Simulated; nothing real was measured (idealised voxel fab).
Process module in this document: voxel ribs on slabs
In the cross-section labelled cut, the width is 250 nm and each square cell is 5 nm.
In this document a cross-section is written as a grid of square cells. It is given as a series of bands, listed from the top down, and a band is one or more rows of cells. A band entry consists of two parts. The first gives the height of the band's top and the height of its bottom, in nm. The rest lists the band's materials from left to right, each with its width in nm. A single material labelled with the word "full width" fills the band from edge to edge, and the word "blank" marks empty space. It should be noted that heights are counted from 0, beneath which the wafer as supplied is of one material throughout, and that the lowest band possesses no lower boundary but continues downward, as written in "0..down". Width "30 to 40": first value at the band's top row of cells, second value at its bottom row, equal change from row to row. Basically "nothing different" means that step didn't change any cell in the cross-section. Under "Fully closed voids" you'll find the enclosed gaps, the ones with no way out to the top, that are 8 cells or bigger; each reads width x height at distance, with distance counted from the left edge, everything in nm. Note: text after step settings on the step line = simulator remark on that step. For masked steps, "overlay nm" on the step line gives how far right of plan the mask actually lay; a minus sign means it lay to the left.

THE FOLLOWING LIST GIVES THE PLANNED PROCESS STEPS
step 1: RECEIVE: material Si
step 2: DIRECTIONAL_DEP: material SiO2, thk nm 20
step 3: DIRECTIONAL_DEP: material SiN, thk nm 20
step 4: PATTERN: tone cover, mask id RIB, material resist, width nm 25, thk nm 20, overlay nm 0
step 5: DIRECTIONAL_ETCH: etch materials SiN, depth nm 10
step 6: STRIP: etch materials resist
step 7: PATTERN: tone cover, mask id SLAB, material resist, width nm 55, thk nm 15, overlay nm 0
step 8: DIRECTIONAL_ETCH: etch materials SiN, depth nm 10
step 9: STRIP: etch materials resist
step 10: FILL_DEP: material SiO2, thk nm 15
step 11: CMP: height nm 50
step 12: DIRECTIONAL_DEP: material TiN, thk nm 10
step 13: MASKED_ETCH: tone cover, mask id HEATER, width nm 25, etch materials TiN, depth nm 10, overlay nm 0
step 14: CONFORMAL_DEP: material SiN, thk nm 10
The plan's step 13 width nm is the first wafer's value; the wafers differ in this setting and start identical.

THE FIRST OF SEVERAL WAFERS IN CROSS-SECTION, EXACTLY AS IT REACHED US AFTER STEP 1
  0..down  Si full width
  Fully closed voids: none

HERE'S THE FIRST OF SEVERAL WAFERS IN CROSS-SECTION, END OF THE MODULE, AFTER THE LAST STEP, STEP 14
  70..60  100 of blank; 45 of SiN; 105 of blank
  60..50  110 of SiN; 25 of TiN; 115 of SiN
  50..40  SiO2 full width
  40..30  110 of SiO2; 25 of SiN; 115 of SiO2
  30..20  95 of SiO2; 55 of SiN; 100 of SiO2
  20..0  SiO2 full width
  0..down  Si full width
  Fully closed voids: none

HERE'S THE LAST WAFER CROSS-SECTIONED AT THE END OF THE MODULE
  70..60  90 of blank; 70 of SiN; 90 of blank
  60..50  100 of SiN; 50 of TiN; 100 of SiN
  50..40  SiO2 full width
  40..30  110 of SiO2; 25 of SiN; 115 of SiO2
  30..20  95 of SiO2; 55 of SiN; 100 of SiO2
  20..0  SiO2 full width
  0..down  Si full width
  Fully closed voids: none

GAINED (+) OR LOST (-) CELLS OF EACH MATERIAL SINCE RECEIPT, THEN CLOSED VOIDS: ONE ROW PER WAFER, AT THE END OF THE MODULE
width nm 25, +140 SiN, +468 SiO2, +10 TiN, Fully closed voids: none
width nm 30, +140 SiN, +468 SiO2, +12 TiN, Fully closed voids: none
width nm 35, +140 SiN, +468 SiO2, +14 TiN, Fully closed voids: none
width nm 40, +140 SiN, +468 SiO2, +16 TiN, Fully closed voids: none
width nm 45, +140 SiN, +468 SiO2, +18 TiN, Fully closed voids: none
width nm 50, +140 SiN, +468 SiO2, +20 TiN, Fully closed voids: none
